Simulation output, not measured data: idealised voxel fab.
This section sets out a process module, namely voxel wiring stack.
This is section cut - it's 165 nm across, gridded in 5 nm square cells.
Heads up, the way a cross-section reads in here is a grid of square cells, handed over as bands from the top down, with every band being one or more rows of cells. Within each band entry, the heights of the top and of the bottom of the band appear first, in that order and in nm; the materials of the band then follow from left to right, each with its corresponding width in nm. The designation "full width" on a single material indicates that it fills the band from edge to edge; the designation "blank" indicates empty space. Note: height 0 marks the level under which the wafer is uniformly one material as received. Lowest band unbounded below, written "0 down". A width such as "30..40" changes by the same amount from each row of cells to the next, from the band's top row to its bottom row. When a step is marked "remained the same", none of the cells in the cross-section changed during that step. Each empty space that has no open way to the top and spans at least 8 cells appears under "Sealed cavities" as width x height at distance, the distance counted from the left edge, all in nm. Past the settings on a step's line: simulator remark, on that step. overlay nm: right-of-plan distance of the mask on a masked step; negative values mean left-of-plan.
**Process steps - plan**
| 1 | RECEIVE,material Si |
| 2 | CONFORMAL_DEP,material SiO2,thk nm 15 |
| 3 | DIRECTIONAL_DEP,material TiN,thk nm 5 |
| 4 | DIRECTIONAL_DEP,material Ru,thk nm 15 |
| 5 | MASKED_ETCH,tone cover,mask id METAL_1,width nm 25,pitch nm 50,etch materials Ru,depth nm 15,overlay nm 0 |
| 6 | MASKED_ETCH,tone cover,mask id METAL_1,width nm 25,pitch nm 50,etch materials TiN,depth nm 5,overlay nm 0 |
| 7 | CONFORMAL_DEP,material SiCN,thk nm 5 |
| 8 | FILL_DEP,material SiO2,thk nm 10 |
| 9 | CMP,height nm 35 |
| 10 | CONFORMAL_DEP,material SiCN,thk nm 5 |
| 11 | DIRECTIONAL_DEP,material SiO2,thk nm 30 |
| 12 | MASKED_ETCH,tone open,mask id METAL_2,width nm 25,pitch nm 50,etch materials SiO2,depth nm 15,overlay nm 0 |
| 13 | MASKED_ETCH,tone open,mask id METAL_2_HOLES,width nm 15,etch materials SiO2,depth nm 15,overlay nm 0 |
| 14 | MASKED_ETCH,tone open,mask id METAL_2_HOLES,width nm 15,etch materials SiCN,depth nm 5,overlay nm 0 |
| 15 | CONFORMAL_DEP,material TiN,thk nm 5 |
| 16 | FILL_DEP,material Cu,thk nm 5 |
| 17 | CMP,height nm 70 |
| 18 | CONFORMAL_DEP,material SiCN,thk nm 5 |
**First of two wafers: run as planned**
**Incoming wafer, cross-sectional view, post step 1**
  0 down  Si full width
  Sealed cavities: none
**Cross-section through the wafer, step 2 finished**
  15 to 0  SiO2 full width
  Rest of section, below 0: as before.
**Cross-section through the wafer, step 3 finished**
  20 to 15  TiN full width
  Rest of section, below 15: as before.
**Cross-section through the wafer, step 4 finished**
  35 to 20  Ru full width
  Rest of section, below 20: as before.
**Cross-section through the wafer, step 5 finished**
  35 to 20  blank=45, then Ru=25, then blank=25, then Ru=25, then blank=45
  Rest of section, below 20: as before.
**Cross-section through the wafer, step 6 finished**
  35 to 20  blank=45, then Ru=25, then blank=25, then Ru=25, then blank=45
  20 to 15  blank=45, then TiN=25, then blank=25, then TiN=25, then blank=45
  Rest of section, below 15: as before.
**Cross-section through the wafer, step 7 finished**
  40 to 35  blank=40, then SiCN=35, then blank=15, then SiCN=35, then blank=40
  35 to 20  blank=40, then SiCN=5, then Ru=25, then SiCN=5, then blank=15, then SiCN=5, then Ru=25, then SiCN=5, then blank=40
  20 to 15  SiCN=45, then TiN=25, then SiCN=25, then TiN=25, then SiCN=45
  Rest of section, below 15: as before.
**Cross-section through the wafer, step 8 finished**
  50 to 40  SiO2 full width
  40 to 35  SiO2=40, then SiCN=35, then SiO2=15, then SiCN=35, then SiO2=40
  35 to 20  SiO2=40, then SiCN=5, then Ru=25, then SiCN=5, then SiO2=15, then SiCN=5, then Ru=25, then SiCN=5, then SiO2=40
  Rest of section, below 20: as before.
**Cross-section through the wafer, step 9 finished**
  35 to 20  SiO2=40, then SiCN=5, then Ru=25, then SiCN=5, then SiO2=15, then SiCN=5, then Ru=25, then SiCN=5, then SiO2=40
  Rest of section, below 20: as before.
**Cross-section through the wafer, step 10 finished**
  40 to 35  SiCN full width
  Rest of section, below 35: as before.
**Cross-section through the wafer, step 11 finished**
  70 to 40  SiO2 full width
  Rest of section, below 40: as before.
**Cross-section through the wafer, step 12 finished**
  70 to 55  SiO2=45, then blank=25, then SiO2=25, then blank=25, then SiO2=45
  Rest of section, below 55: as before.
**Cross-section through the wafer, step 13 finished**
  70 to 55  SiO2=45, then blank=25, then SiO2=25, then blank=25, then SiO2=45
  55 to 40  SiO2=45, then blank=15, then SiO2=105
  Rest of section, below 40: as before.
**Cross-section through the wafer, step 14 finished**
  70 to 55  SiO2=45, then blank=25, then SiO2=25, then blank=25, then SiO2=45
  55 to 40  SiO2=45, then blank=15, then SiO2=105
  40 to 35  SiCN=45, then blank=15, then SiCN=105
  Rest of section, below 35: as before.
**Cross-section through the wafer, step 15 finished**
  75 to 70  TiN=50, then blank=15, then TiN=35, then blank=15, then TiN=50
  70 to 60  SiO2=45, then TiN=5, then blank=15, then TiN=5, then SiO2=25, then TiN=5, then blank=15, then TiN=5, then SiO2=45
  60 to 55  SiO2=45, then TiN=5, then blank=5, then TiN=15, then SiO2=25, then TiN=25, then SiO2=45
  55 to 40  SiO2=45, then TiN=5, then blank=5, then TiN=5, then SiO2=105
  40 to 35  SiCN=45, then TiN=15, then SiCN=105
  Rest of section, below 35: as before.
**Cross-section through the wafer, step 16 finished**
  80 to 75  Cu full width
  75 to 70  TiN=50, then Cu=15, then TiN=35, then Cu=15, then TiN=50
  70 to 60  SiO2=45, then TiN=5, then Cu=15, then TiN=5, then SiO2=25, then TiN=5, then Cu=15, then TiN=5, then SiO2=45
  60 to 55  SiO2=45, then TiN=5, then Cu=5, then TiN=15, then SiO2=25, then TiN=25, then SiO2=45
  55 to 40  SiO2=45, then TiN=5, then Cu=5, then TiN=5, then SiO2=105
  Rest of section, below 40: as before.
**Cross-section through the wafer, step 17 finished**
  70 to 60  SiO2=45, then TiN=5, then Cu=15, then TiN=5, then SiO2=25, then TiN=5, then Cu=15, then TiN=5, then SiO2=45
  Rest of section, below 60: as before.
**Cross-section through the wafer, step 18 finished**
  75 to 70  SiCN full width
  Rest of section, below 70: as before.
**Wafer two of the pair: same origin, same plan, one error during the run; identical to wafer one up to and including step 1**
Second wafer profile in section, at the moment step 2 of the plan was meant to be complete: remained the same
**Second wafer profile in section, at the moment step 3 of the plan was meant to be complete**
  5 to 0  TiN full width
  Rest of section, below 0: as before.
**Second wafer profile in section, at the moment step 4 of the plan was meant to be complete**
  20 to 5  Ru full width
  Rest of section, below 5: as before.
**Second wafer profile in section, at the moment step 5 of the plan was meant to be complete**
  20 to 5  blank=45, then Ru=25, then blank=25, then Ru=25, then blank=45
  Rest of section, below 5: as before.
**Second wafer profile in section, at the moment step 6 of the plan was meant to be complete**
  20 to 5  blank=45, then Ru=25, then blank=25, then Ru=25, then blank=45
  5 to 0  blank=45, then TiN=25, then blank=25, then TiN=25, then blank=45
  Rest of section, below 0: as before.
**Second wafer profile in section, at the moment step 7 of the plan was meant to be complete**
  25 to 20  blank=40, then SiCN=35, then blank=15, then SiCN=35, then blank=40
  20 to 5  blank=40, then SiCN=5, then Ru=25, then SiCN=5, then blank=15, then SiCN=5, then Ru=25, then SiCN=5, then blank=40
  5 to 0  SiCN=45, then TiN=25, then SiCN=25, then TiN=25, then SiCN=45
  Rest of section, below 0: as before.
**Second wafer profile in section, at the moment step 8 of the plan was meant to be complete**
  35 to 25  SiO2 full width
  25 to 20  SiO2=40, then SiCN=35, then SiO2=15, then SiCN=35, then SiO2=40
  20 to 5  SiO2=40, then SiCN=5, then Ru=25, then SiCN=5, then SiO2=15, then SiCN=5, then Ru=25, then SiCN=5, then SiO2=40
  Rest of section, below 5: as before.
Second wafer profile in section, at the moment step 9 of the plan was meant to be complete: remained the same
**Second wafer profile in section, at the moment step 10 of the plan was meant to be complete**
  40 to 35  SiCN full width
  Rest of section, below 35: as before.
**Second wafer profile in section, at the moment step 11 of the plan was meant to be complete**
  70 to 40  SiO2 full width
  Rest of section, below 40: as before.
**Second wafer profile in section, at the moment step 12 of the plan was meant to be complete**
  70 to 55  SiO2=45, then blank=25, then SiO2=25, then blank=25, then SiO2=45
  Rest of section, below 55: as before.
**Second wafer profile in section, at the moment step 13 of the plan was meant to be complete**
  70 to 55  SiO2=45, then blank=25, then SiO2=25, then blank=25, then SiO2=45
  55 to 40  SiO2=45, then blank=15, then SiO2=105
  Rest of section, below 40: as before.
**Second wafer profile in section, at the moment step 14 of the plan was meant to be complete**
  70 to 55  SiO2=45, then blank=25, then SiO2=25, then blank=25, then SiO2=45
  55 to 40  SiO2=45, then blank=15, then SiO2=105
  40 to 35  SiCN=45, then blank=15, then SiCN=105
  Rest of section, below 35: as before.
**Second wafer profile in section, at the moment step 15 of the plan was meant to be complete**
  75 to 70  TiN=50, then blank=15, then TiN=35, then blank=15, then TiN=50
  70 to 60  SiO2=45, then TiN=5, then blank=15, then TiN=5, then SiO2=25, then TiN=5, then blank=15, then TiN=5, then SiO2=45
  60 to 55  SiO2=45, then TiN=5, then blank=5, then TiN=15, then SiO2=25, then TiN=25, then SiO2=45
  55 to 40  SiO2=45, then TiN=5, then blank=5, then TiN=5, then SiO2=105
  40 to 35  SiCN=45, then TiN=15, then SiCN=105
  Rest of section, below 35: as before.
**Second wafer profile in section, at the moment step 16 of the plan was meant to be complete**
  80 to 75  Cu full width
  75 to 70  TiN=50, then Cu=15, then TiN=35, then Cu=15, then TiN=50
  70 to 60  SiO2=45, then TiN=5, then Cu=15, then TiN=5, then SiO2=25, then TiN=5, then Cu=15, then TiN=5, then SiO2=45
  60 to 55  SiO2=45, then TiN=5, then Cu=5, then TiN=15, then SiO2=25, then TiN=25, then SiO2=45
  55 to 40  SiO2=45, then TiN=5, then Cu=5, then TiN=5, then SiO2=105
  Rest of section, below 40: as before.
**Second wafer profile in section, at the moment step 17 of the plan was meant to be complete**
  70 to 60  SiO2=45, then TiN=5, then Cu=15, then TiN=5, then SiO2=25, then TiN=5, then Cu=15, then TiN=5, then SiO2=45
  Rest of section, below 60: as before.
**Second wafer profile in section, at the moment step 18 of the plan was meant to be complete**
  75 to 70  SiCN full width
  Rest of section, below 70: as before.
The mistake made against the process plan was this: step 2 of the plan was omitted and not executed
Counted in cells at the end, the second wafer holds more or fewer of these materials than the first: +14 SiCN, -14 SiO2
